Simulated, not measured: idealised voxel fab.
voxel wiring stack: a process module
Pictured: cross-section cut, 235 nm wide, on a grid of 5 nm square cells.
When this document writes out a cross-section, it uses a grid of square cells and lists it as bands, beginning at the top and moving down, with a band standing for one or more rows of cells. Read a band's entry like this: the first values are the height of its top and the height of its bottom in nm, and what follows is the sequence of materials from left to right, each with its width in nm. Note that "air" is empty space, and that a single material marked "edge to edge" reaches across the band from edge to edge. It should be noted that heights are counted from 0, beneath which the wafer as supplied is of one material throughout, and that the lowest band possesses no lower boundary but continues downward, as written in "top 0, no bottom". The notation "30 to 40" denotes a width that varies across the rows of cells in the band, beginning at the first number in the top row, finishing at the second number in the bottom row, and changing by an identical amount from each row to the next. Reading "nothing got changed" for a step: not a cell of the cross-section changed in it. Heads up: "Sealed internal voids" only lists the empty pockets with no open path to the top that are 8 cells or more, and it writes them as width x height at distance, distance from the left edge, in nm. Where a step's line continues beyond its settings, the continuation is a remark by the simulator itself on that step. overlay nm: step with mask; distance mask lay right of planned place; negative value = left of planned place.
Planned process steps
1 RECEIVE | material Si
2 CONFORMAL_DEP | material SiO2 | thk nm 10
3 CONFORMAL_DEP | material SiCN | thk nm 5
4 DIRECTIONAL_DEP | material SiO2 | thk nm 25
5 MASKED_ETCH | tone open | mask id METAL_1 | width nm 25 | pitch nm 45 | etch materials SiO2 | depth nm 25 | overlay nm 0
6 MASKED_ETCH | tone open | mask id METAL_1 | width nm 25 | pitch nm 45 | etch materials SiCN | depth nm 5 | overlay nm 0
7 CONFORMAL_DEP | material TiN | thk nm 5
8 FILL_DEP | material Cu | thk nm 10
9 CMP | height nm 40
10 CONFORMAL_DEP | material SiCN | thk nm 5
11 DIRECTIONAL_DEP | material lowk | thk nm 30
12 DIRECTIONAL_DEP | material aC | thk nm 10
13 PATTERN | tone open | mask id METAL_2_HOLES | material resist | width nm 15 | pitch nm 90 | thk nm 30 | overlay nm 0
14 DIRECTIONAL_ETCH | etch materials aC | depth nm 10
15 STRIP | etch materials resist
16 DIRECTIONAL_ETCH | etch materials lowk | depth nm 30
17 STRIP | etch materials aC
18 MASKED_ETCH | tone open | mask id METAL_2 | width nm 25 | pitch nm 45 | etch materials lowk | depth nm 20 | overlay nm 0
19 MASKED_ETCH | tone open | mask id METAL_2 | width nm 25 | pitch nm 45 | etch materials SiCN | depth nm 5 | overlay nm 0
20 CONFORMAL_DEP | material TiN | thk nm 5
21 FILL_DEP | material Cu | thk nm 5
22 CMP | height nm 75
23 CONFORMAL_DEP | material SiCN | thk nm 5
24 DIRECTIONAL_DEP | material lowk | thk nm 20
25 MASKED_ETCH | tone open | mask id PLUG_2 | width nm 15 | pitch nm 90 | etch materials lowk | depth nm 20 | overlay nm 0
26 MASKED_ETCH | tone open | mask id PLUG_2 | width nm 15 | pitch nm 90 | etch materials SiCN | depth nm 5 | overlay nm 0
27 EPI | material Ru | thk nm 10
28 EPI | material Ru | thk nm 10
29 EPI | material Ru | thk nm 5
30 CONFORMAL_DEP | material SiN | thk nm 5
31 DIRECTIONAL_DEP | material lowk | thk nm 15
32 PATTERN | tone open | mask id METAL_3 | material resist | width nm 25 | pitch nm 45 | thk nm 20 | overlay nm 0
33 DIRECTIONAL_ETCH | etch materials lowk | depth nm 15
34 DIRECTIONAL_ETCH | etch materials SiN | depth nm 5
35 STRIP | etch materials resist
36 CONFORMAL_DEP | material TiN | thk nm 5
37 FILL_DEP | material Cu | thk nm 10
38 CMP | height nm 120
39 EPI | material Ru | thk nm 5
40 FILL_DEP | material SiCN | thk nm 5
41 DIRECTIONAL_DEP | material SiO2 | thk nm 10
42 PATTERN | tone open | mask id PLUG_3 | material resist | width nm 15 | pitch nm 45 | thk nm 15 | overlay nm 0
43 DIRECTIONAL_ETCH | etch materials SiO2 | depth nm 10
44 DIRECTIONAL_ETCH | etch materials SiCN | depth nm 5
45 STRIP | etch materials resist
46 EPI | material Ru | thk nm 10
47 EPI | material Ru | thk nm 5
48 CONFORMAL_DEP | material SiCN | thk nm 5
49 DIRECTIONAL_DEP | material SiO2 | thk nm 20
50 PATTERN | tone open | mask id METAL_4 | material resist | width nm 25 | pitch nm 45 | thk nm 15 | overlay nm 0
51 DIRECTIONAL_ETCH | etch materials SiO2 | depth nm 20
52 DIRECTIONAL_ETCH | etch materials SiCN | depth nm 5
53 STRIP | etch materials resist
54 CONFORMAL_DEP | material TiN | thk nm 5
55 FILL_DEP | material W | thk nm 10
56 CMP | height nm 165
57 CONFORMAL_DEP | material SiCN | thk nm 5
Wafer as received: cross-section following step 1
    top 0, no bottom: Si edge to edge
    Sealed internal voids: none
Module complete, cross-section. Starting point and plan per above. One mistake made in running the module
    top 170, bottom 165: SiCN edge to edge
    top 165, bottom 145: 60 of SiO2 | 5 of TiN | 15 of W | 5 of TiN | 20 of SiO2 | 5 of TiN | 15 of W | 5 of TiN | 20 of SiO2 | 5 of TiN | 15 of W | 5 of TiN | 60 of SiO2
    top 145, bottom 140: 60 of SiCN | 25 of TiN | 20 of SiCN | 25 of TiN | 20 of SiCN | 25 of TiN | 60 of SiCN
    top 140, bottom 130: 60 of SiO2 | 15 of Ru | 30 of SiO2 | 15 of Ru | 30 of SiO2 | 15 of Ru | 70 of SiO2
    top 130, bottom 120: 60 to 55 of SiCN | 15 to 35 of Ru | 30 to 10 of SiCN | 15 to 35 of Ru | 30 to 10 of SiCN | 15 to 35 of Ru | 70 to 55 of SiCN
    top 120, bottom 105: 60 of lowk | 5 of TiN | 15 of Cu | 5 of TiN | 20 of lowk | 5 of TiN | 15 of Cu | 5 of TiN | 20 of lowk | 5 of TiN | 15 of Cu | 5 of TiN | 60 of lowk
    top 105, bottom 100: 60 of SiN | 25 of TiN | 20 of SiN | 25 of TiN | 20 of SiN | 25 of TiN | 60 of SiN
    top 100, bottom 80: 60 of lowk | 15 of Ru | 75 of lowk | 15 of Ru | 70 of lowk
    top 80, bottom 75: 60 of SiCN | 15 of Ru | 75 of SiCN | 15 of Ru | 70 of SiCN
    top 75, bottom 60: 60 of lowk | 5 of TiN | 15 of Cu | 5 of TiN | 20 of lowk | 5 of TiN | 15 of Cu | 5 of TiN | 20 of lowk | 5 of TiN | 15 of Cu | 5 of TiN | 60 of lowk
    top 60, bottom 55: 60 of lowk | 5 of TiN | 5 of Cu | 15 of TiN | 20 of lowk | 25 of TiN | 20 of lowk | 5 of TiN | 5 of Cu | 15 of TiN | 60 of lowk
    top 55, bottom 45: 60 of lowk | 5 of TiN | 5 of Cu | 5 of TiN | 75 of lowk | 5 of TiN | 5 of Cu | 5 of TiN | 70 of lowk
    top 45, bottom 40: 60 of SiCN | 15 of TiN | 75 of SiCN | 15 of TiN | 70 of SiCN
    top 40, bottom 35: 65 of TiN | 15 of Cu | 30 of TiN | 15 of Cu | 30 of TiN | 15 of Cu | 65 of TiN
    top 35, bottom 15: 60 of SiO2 | 5 of TiN | 15 of Cu | 5 of TiN | 20 of SiO2 | 5 of TiN | 15 of Cu | 5 of TiN | 20 of SiO2 | 5 of TiN | 15 of Cu | 5 of TiN | 60 of SiO2
    top 15, bottom 10: 60 of SiCN | 25 of TiN | 20 of SiCN | 25 of TiN | 20 of SiCN | 25 of TiN | 60 of SiCN
    top 10, bottom 0: SiO2 edge to edge
    top 0, no bottom: Si edge to edge
    Sealed internal voids: none
Misprocessing identified: in deviation from the planned setting, step 4 was conducted as DIRECTIONAL_DEP | material SiO2 | thk nm 20
